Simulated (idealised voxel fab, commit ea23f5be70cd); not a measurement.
Process module, titled voxel self aligned contacts
Square cell edge 5 nm, section width 185 nm, ID cut.
Throughout this document, each cross-section is represented as a grid of square cells and is presented as a sequence of bands enumerated from the top downward, where a band comprises one or more rows of cells.
Band entry format. Leading values: height of top, height of bottom, nm. Remainder: materials in left-to-right order, each with its width in nm. Special words: "edge to edge" on a single material, which then fills the band edge to edge; "air", empty space.
Zero point of the height axis is 0; under it, received wafer = one material. Lowest band: continues down indefinitely, "from 0 down".
Think of "30..40" as a width that walks from the first number to the second as you go down the band, top row to bottom row, taking equal-sized steps from row to row.
A step reported as "everything unchanged" is a step in which no cell of the cross-section changed.
"closed voids" means: voids of 8 cells or more that are shut off from the top with no open way through. Written width x height at distance, distance from the left edge, in nm.
If you see something after the settings on a step's line, that's the simulator's own remark about that step.
When a step includes a mask, the "overlay nm" setting on its line states how far to the right of its planned place that mask lay, and negative values state how far to the left.

Steps in the process plan
1. RECEIVE: material Si
2. CONFORMAL_DEP: material SiO2, thk nm 5
3. DIRECTIONAL_DEP: material polySi, thk nm 20
4. DIRECTIONAL_DEP: material SiN, thk nm 15
5. DIRECTIONAL_DEP: material aC, thk nm 10
6. PATTERN: tone cover, mask id GATE, material resist, width nm 30, pitch nm 65, thk nm 30, overlay nm 0
7. DIRECTIONAL_ETCH: etch materials aC, depth nm 10
8. STRIP: etch materials resist
9. DIRECTIONAL_ETCH: etch materials SiN, depth nm 15
10. DIRECTIONAL_ETCH: etch materials polySi, depth nm 20
11. STRIP: etch materials aC
12. CONFORMAL_DEP: material SiN, thk nm 5
13. DIRECTIONAL_ETCH: etch materials SiN, depth nm 5
14. FILL_DEP: material SiO2, thk nm 15
15. CMP: height nm 45
16. DIRECTIONAL_DEP: material aC, thk nm 15
17. PATTERN: tone open, mask id CONTACT, material resist, width nm 45, thk nm 30, overlay nm -15
18. DIRECTIONAL_ETCH: etch materials aC, depth nm 15
19. STRIP: etch materials resist
20. DIRECTIONAL_ETCH: etch materials SiO2, depth nm 45
21. STRIP: etch materials aC
22. CONFORMAL_DEP: material TiN, thk nm 5
23. FILL_DEP: material W, thk nm 10
24. CMP: height nm 45
25. CONFORMAL_DEP: material SiCN, thk nm 5
Where the wafers of this document differ is in the overlay nm of step 17; they start out the same, and the plan states the value that applied to the first wafer.

As received, i.e. after step 1: cross-section through the first of several wafers
> from 0 down: Si edge to edge
> closed voids: none

The rows of the table below are wafers. Looking at the end of the module, a row counts, for every material, the cells the wafer has gained, shown as (+), or lost, shown as (-), since it was received; its closed voids come next
overlay nm -15, +37 SiCN, +64 SiN, +180 SiO2, +25 TiN, +16 W, +48 polySi, closed voids: none
overlay nm -10, +37 SiCN, +64 SiN, +172 SiO2, +25 TiN, +24 W, +48 polySi, closed voids: none
overlay nm -5, +37 SiCN, +64 SiN, +172 SiO2, +25 TiN, +24 W, +48 polySi, closed voids: none
overlay nm 0, +37 SiCN, +64 SiN, +172 SiO2, +25 TiN, +24 W, +48 polySi, closed voids: none
overlay nm 5, +37 SiCN, +64 SiN, +172 SiO2, +25 TiN, +24 W, +48 polySi, closed voids: none
overlay nm 10, +37 SiCN, +64 SiN, +172 SiO2, +25 TiN, +24 W, +48 polySi, closed voids: none
overlay nm 15, +37 SiCN, +64 SiN, +180 SiO2, +25 TiN, +16 W, +48 polySi, closed voids: none
